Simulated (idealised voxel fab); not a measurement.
Process module under the name voxel trench capacitor
Shown is cross-section cut, with a width of 265 nm and square cells of size 5 nm.
We lay out every cross-section as a grid of square cells and spell it out in bands from the top down, where one band means one or more rows of cells. First you get the band's top height and its bottom height, in nm, and then the materials it's made of, left to right, with each width in nm. If you see a single material with "throughout", that one covers the band edge to edge. "empty" is empty space. Height 0 is the level under which the wafer as received is all one material. The lowest band goes on downwards, as in "z 0 and below". Think of "30->40" as a width that walks from the first number to the second as you go down the band, top row to bottom row, taking equal-sized steps from row to row. "no alteration" -> step changed no cross-section cell. "Voids, fully enclosed" means: voids of 8 cells or more that are shut off from the top with no open way through. Written width x height at distance, distance from the left edge, in nm. On each step's line, the part that comes after the settings is the simulator's own comment on the step. The line of a step may include "overlay nm". On a step with a mask, this value is how far to the right of its planned place the mask lay. A negative value means the mask lay to the left.

PLANNED STEP LIST FOR THE PROCESS
step 1: RECEIVE (material Si)
step 2: CONFORMAL_DEP (material SiN; thk nm 5)
step 3: DIRECTIONAL_DEP (material aC; thk nm 10)
step 4: PATTERN (tone open; mask id TRENCH; material resist; width nm 30; pitch nm 60; thk nm 30; overlay nm 0)
step 5: DIRECTIONAL_ETCH (etch materials aC; depth nm 10)
step 6: STRIP (etch materials resist)
step 7: DIRECTIONAL_ETCH (etch materials SiN; depth nm 5)
step 8: DIRECTIONAL_ETCH (etch materials Si; depth nm 40)
step 9: STRIP (etch materials aC)
step 10: CONFORMAL_DEP (material HfO2; thk nm 5)
step 11: CONFORMAL_DEP (material TiN; thk nm 5)
step 12: FILL_DEP (material W; thk nm 5)
step 13: CMP (height nm 5)

FIRST WAFER OF TWO (RUN AS PLANNED)

AS RECEIVED, AFTER STEP 1
- z 0 and below = Si throughout
- Voids, fully enclosed: none

UPON COMPLETION OF STEP 2, THE WAFER APPEARS IN CROSS-SECTION AS SHOWN
- z 5 to 0 = SiN throughout
- Under 0: no change, same as before.

UPON COMPLETION OF STEP 3, THE WAFER APPEARS IN CROSS-SECTION AS SHOWN
- z 15 to 5 = aC throughout
- Under 5: no change, same as before.

UPON COMPLETION OF STEP 4, THE WAFER APPEARS IN CROSS-SECTION AS SHOWN
- z 45 to 15 = resist 85 nm, empty 30 nm, resist 30 nm, empty 30 nm, resist 90 nm
- Under 15: no change, same as before.

UPON COMPLETION OF STEP 5, THE WAFER APPEARS IN CROSS-SECTION AS SHOWN
- z 35 to 15 = resist 85 nm, empty 30 nm, resist 30 nm, empty 30 nm, resist 90 nm
- z 15 to 5 = aC 85 nm, empty 30 nm, aC 30 nm, empty 30 nm, aC 90 nm
- Under 5: no change, same as before.

UPON COMPLETION OF STEP 6, THE WAFER APPEARS IN CROSS-SECTION AS SHOWN
- z 15 to 5 = aC 85 nm, empty 30 nm, aC 30 nm, empty 30 nm, aC 90 nm
- Under 5: no change, same as before.

UPON COMPLETION OF STEP 7, THE WAFER APPEARS IN CROSS-SECTION AS SHOWN
- z 15 to 5 = aC 85 nm, empty 30 nm, aC 30 nm, empty 30 nm, aC 90 nm
- z 5 to 0 = SiN 85 nm, empty 30 nm, SiN 30 nm, empty 30 nm, SiN 90 nm
- Under 0: no change, same as before.

UPON COMPLETION OF STEP 8, THE WAFER APPEARS IN CROSS-SECTION AS SHOWN
- z 15 to 5 = aC 85 nm, empty 30 nm, aC 30 nm, empty 30 nm, aC 90 nm
- z 5 to 0 = SiN 85 nm, empty 30 nm, SiN 30 nm, empty 30 nm, SiN 90 nm
- z 0 to -40 = Si 85 nm, empty 30 nm, Si 30 nm, empty 30 nm, Si 90 nm
- Under -40: no change, same as before.

UPON COMPLETION OF STEP 9, THE WAFER APPEARS IN CROSS-SECTION AS SHOWN
- z 5 to 0 = SiN 85 nm, empty 30 nm, SiN 30 nm, empty 30 nm, SiN 90 nm
- Under 0: no change, same as before.

UPON COMPLETION OF STEP 10, THE WAFER APPEARS IN CROSS-SECTION AS SHOWN
- z 10 to 5 = HfO2 90 nm, empty 20 nm, HfO2 40 nm, empty 20 nm, HfO2 95 nm
- z 5 to 0 = SiN 85 nm, HfO2 5 nm, empty 20 nm, HfO2 5 nm, SiN 30 nm, HfO2 5 nm, empty 20 nm, HfO2 5 nm, SiN 90 nm
- z 0 to -35 = Si 85 nm, HfO2 5 nm, empty 20 nm, HfO2 5 nm, Si 30 nm, HfO2 5 nm, empty 20 nm, HfO2 5 nm, Si 90 nm
- z -35 to -40 = Si 85 nm, HfO2 30 nm, Si 30 nm, HfO2 30 nm, Si 90 nm
- Under -40: no change, same as before.

UPON COMPLETION OF STEP 11, THE WAFER APPEARS IN CROSS-SECTION AS SHOWN
- z 15 to 10 = TiN 95 nm, empty 10 nm, TiN 50 nm, empty 10 nm, TiN 100 nm
- z 10 to 5 = HfO2 90 nm, TiN 5 nm, empty 10 nm, TiN 5 nm, HfO2 40 nm, TiN 5 nm, empty 10 nm, TiN 5 nm, HfO2 95 nm
- z 5 to 0 = SiN 85 nm, HfO2 5 nm, TiN 5 nm, empty 10 nm, TiN 5 nm, HfO2 5 nm, SiN 30 nm, HfO2 5 nm, TiN 5 nm, empty 10 nm, TiN 5 nm, HfO2 5 nm, SiN 90 nm
- z 0 to -30 = Si 85 nm, HfO2 5 nm, TiN 5 nm, empty 10 nm, TiN 5 nm, HfO2 5 nm, Si 30 nm, HfO2 5 nm, TiN 5 nm, empty 10 nm, TiN 5 nm, HfO2 5 nm, Si 90 nm
- z -30 to -35 = Si 85 nm, HfO2 5 nm, TiN 20 nm, HfO2 5 nm, Si 30 nm, HfO2 5 nm, TiN 20 nm, HfO2 5 nm, Si 90 nm
- Under -35: no change, same as before.

UPON COMPLETION OF STEP 12, THE WAFER APPEARS IN CROSS-SECTION AS SHOWN
- z 20 to 15 = W throughout
- z 15 to 10 = TiN 95 nm, W 10 nm, TiN 50 nm, W 10 nm, TiN 100 nm
- z 10 to 5 = HfO2 90 nm, TiN 5 nm, W 10 nm, TiN 5 nm, HfO2 40 nm, TiN 5 nm, W 10 nm, TiN 5 nm, HfO2 95 nm
- z 5 to 0 = SiN 85 nm, HfO2 5 nm, TiN 5 nm, W 10 nm, TiN 5 nm, HfO2 5 nm, SiN 30 nm, HfO2 5 nm, TiN 5 nm, W 10 nm, TiN 5 nm, HfO2 5 nm, SiN 90 nm
- z 0 to -30 = Si 85 nm, HfO2 5 nm, TiN 5 nm, W 10 nm, TiN 5 nm, HfO2 5 nm, Si 30 nm, HfO2 5 nm, TiN 5 nm, W 10 nm, TiN 5 nm, HfO2 5 nm, Si 90 nm
- Under -30: no change, same as before.

UPON COMPLETION OF STEP 13, THE WAFER APPEARS IN CROSS-SECTION AS SHOWN
- z 5 to 0 = SiN 85 nm, HfO2 5 nm, TiN 5 nm, W 10 nm, TiN 5 nm, HfO2 5 nm, SiN 30 nm, HfO2 5 nm, TiN 5 nm, W 10 nm, TiN 5 nm, HfO2 5 nm, SiN 90 nm
- Under 0: no change, same as before.

THE SECOND WAFER WAS PREPARED FROM THE SAME STARTING POINT AND UNDER THE SAME PLAN AS THE FIRST; ITS PROCESSING CONTAINED ONE MISTAKE, AND IT REMAINS INDISTINGUISHABLE FROM THE FIRST WAFER UP TO AND INCLUDING STEP 10

WHEN STEP 11 SHOULD HAVE ENDED
- z 15 to 5 = HfO2 95 nm, empty 10 nm, HfO2 50 nm, empty 10 nm, HfO2 100 nm
- z 5 to 0 = SiN 85 nm, HfO2 10 nm, empty 10 nm, HfO2 10 nm, SiN 30 nm, HfO2 10 nm, empty 10 nm, HfO2 10 nm, SiN 90 nm
- z 0 to -30 = Si 85 nm, HfO2 10 nm, empty 10 nm, HfO2 10 nm, Si 30 nm, HfO2 10 nm, empty 10 nm, HfO2 10 nm, Si 90 nm
- z -30 to -40 = Si 85 nm, HfO2 30 nm, Si 30 nm, HfO2 30 nm, Si 90 nm
- Under -40: no change, same as before.

WHEN STEP 12 SHOULD HAVE ENDED
- z 20 to 15 = W throughout
- z 15 to 5 = HfO2 95 nm, W 10 nm, HfO2 50 nm, W 10 nm, HfO2 100 nm
- z 5 to 0 = SiN 85 nm, HfO2 10 nm, W 10 nm, HfO2 10 nm, SiN 30 nm, HfO2 10 nm, W 10 nm, HfO2 10 nm, SiN 90 nm
- z 0 to -30 = Si 85 nm, HfO2 10 nm, W 10 nm, HfO2 10 nm, Si 30 nm, HfO2 10 nm, W 10 nm, HfO2 10 nm, Si 90 nm
- Under -30: no change, same as before.

WHEN STEP 13 SHOULD HAVE ENDED
- z 5 to 0 = SiN 85 nm, HfO2 10 nm, W 10 nm, HfO2 10 nm, SiN 30 nm, HfO2 10 nm, W 10 nm, HfO2 10 nm, SiN 90 nm
- Under 0: no change, same as before.
It is concluded that the wafer was processed incorrectly with respect to the plan, in that step 11 went in with a setting other than planned; the actual run was CONFORMAL_DEP (material HfO2; thk nm 5)
Final tally in cells, some materials are higher or lower on the second wafer than on the first: HfO2 +36, TiN -36
